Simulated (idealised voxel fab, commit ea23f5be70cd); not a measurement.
The process module that follows is named voxel transistor to metal.
Section cut is 285 nm wide and gridded with 5 nm square cells.
In what follows, cross-sections appear as grids of square cells, described through bands that run from the top down, where every band is one or more rows of cells.
Heads up on the band format: heights come first, top then bottom, in nm. After that it's the materials left to right, each with its width in nm. A single material flagged "everywhere" fills the whole band edge to edge, and "empty" means there's empty space there.
Zero point of the height axis is 0; under it, received wafer = one material. Lowest band: continues down indefinitely, "0..down".
Top row gets the first number, bottom row gets the second, and each row in between changes by the same step: that is how a band width like "30->40" works.
What does "nothing different" mean for a step? It means no cell of the cross-section changed in that step.
The entry titled "Voids, fully enclosed" provides the empty spaces that have no open way to the top, restricted to those of 8 cells or more. Each is presented as width x height at distance, the distance being measured from the left edge, with all three in nm.
If you see something after the settings on a step's line, that's the simulator's own remark about that step.
Each step line may optionally specify "overlay nm", which for a step with a mask gives the rightward distance between the mask's planned place and where it lay, a negative value indicating the leftward direction.
Listed below are the process steps as planned
1: RECEIVE (material Si)
2: CONFORMAL_DEP (material SiO2; thk nm 5)
3: CONFORMAL_DEP (material SiN; thk nm 10)
4: PATTERN (tone cover; mask id ACTIVE; material resist; width nm 105; pitch nm 135; thk nm 20; overlay nm 0)
5: DIRECTIONAL_ETCH (etch materials SiN; depth nm 10)
6: DIRECTIONAL_ETCH (etch materials SiO2; depth nm 5)
7: DIRECTIONAL_ETCH (etch materials Si; depth nm 35)
8: STRIP (etch materials resist)
9: OXIDIZE (depth nm 5)
10: FILL_DEP (material SiO2; thk nm 10)
11: CMP (height nm 15)
12: SELECTIVE_ETCH (etch materials SiO2; depth nm 10)
13: STRIP (etch materials SiN)
14: SELECTIVE_ETCH (etch materials SiO2; depth nm 5)
15: OXIDIZE (depth nm 5)
16: DIRECTIONAL_DEP (material polySi; thk nm 25)
17: DIRECTIONAL_DEP (material SiCN; thk nm 15)
18: MASKED_ETCH (tone cover; mask id GATE; width nm 15; pitch nm 135; etch materials SiCN; depth nm 25; overlay nm 0)
19: MASKED_ETCH (tone cover; mask id GATE; width nm 25; pitch nm 135; etch materials polySi; depth nm 35; overlay nm 0)
20: CONFORMAL_DEP (material SiN; thk nm 5)
21: DIRECTIONAL_ETCH (etch materials SiN; depth nm 5)
22: DIRECTIONAL_ETCH (etch materials SiO2; depth nm 5)
23: DIRECTIONAL_ETCH (etch materials Si; depth nm 10)
24: EPI (material nSi; thk nm 10)
25: FILL_DEP (material SiO2; thk nm 5)
26: CMP (height nm 40)
27: DIRECTIONAL_DEP (material SiO2; thk nm 15)
28: PATTERN (tone open; mask id CONTACT; material resist; width nm 15; thk nm 20; overlay nm 0)
29: DIRECTIONAL_ETCH (etch materials SiO2; depth nm 60)
30: STRIP (etch materials resist)
31: CONFORMAL_DEP (material TiN; thk nm 5)
32: FILL_DEP (material W; thk nm 5)
33: CMP (height nm 55)
34: CONFORMAL_DEP (material SiCN; thk nm 5)
35: DIRECTIONAL_DEP (material lowk; thk nm 25)
36: PATTERN (tone open; mask id METAL_1; material resist; width nm 15; thk nm 15; overlay nm 0)
37: DIRECTIONAL_ETCH (etch materials lowk; depth nm 25)
38: DIRECTIONAL_ETCH (etch materials SiCN; depth nm 5)
39: STRIP (etch materials resist)
40: CONFORMAL_DEP (material TiN; thk nm 5)
41: FILL_DEP (material Ru; thk nm 10)
42: CMP (height nm 85)
43: CONFORMAL_DEP (material SiCN; thk nm 5)
Every wafer here starts from the same state; it is the step 18 width nm that distinguishes them, and the value the plan gives belongs to the first wafer.
First of several wafers, received after step 1, in cross-section
0..down: Si everywhere
Voids, fully enclosed: none
Below: a row per wafer. Contents at end of module: for every material, cells gained since receipt (+) or lost since receipt (-); then closed voids
width nm 15; +20 Ru; -238 Si; +120 SiCN; +32 SiN; +557 SiO2; +152 TiN; +44 W; +225 lowk; +64 nSi; +50 polySi; Voids, fully enclosed: none
width nm 20; +20 Ru; -238 Si; +126 SiCN; +32 SiN; +551 SiO2; +152 TiN; +44 W; +225 lowk; +64 nSi; +50 polySi; Voids, fully enclosed: none
width nm 25; +20 Ru; -238 Si; +132 SiCN; +32 SiN; +545 SiO2; +152 TiN; +44 W; +225 lowk; +64 nSi; +50 polySi; Voids, fully enclosed: none
width nm 30; +20 Ru; -234 Si; +138 SiCN; +32 SiN; +529 SiO2; +152 TiN; +44 W; +225 lowk; +60 nSi; +60 polySi; Voids, fully enclosed: none
width nm 35; +20 Ru; -230 Si; +144 SiCN; +32 SiN; +513 SiO2; +152 TiN; +44 W; +225 lowk; +56 nSi; +70 polySi; Voids, fully enclosed: none
width nm 40; +20 Ru; -226 Si; +150 SiCN; +32 SiN; +501 SiO2; +152 TiN; +40 W; +225 lowk; +52 nSi; +80 polySi; Voids, fully enclosed: none
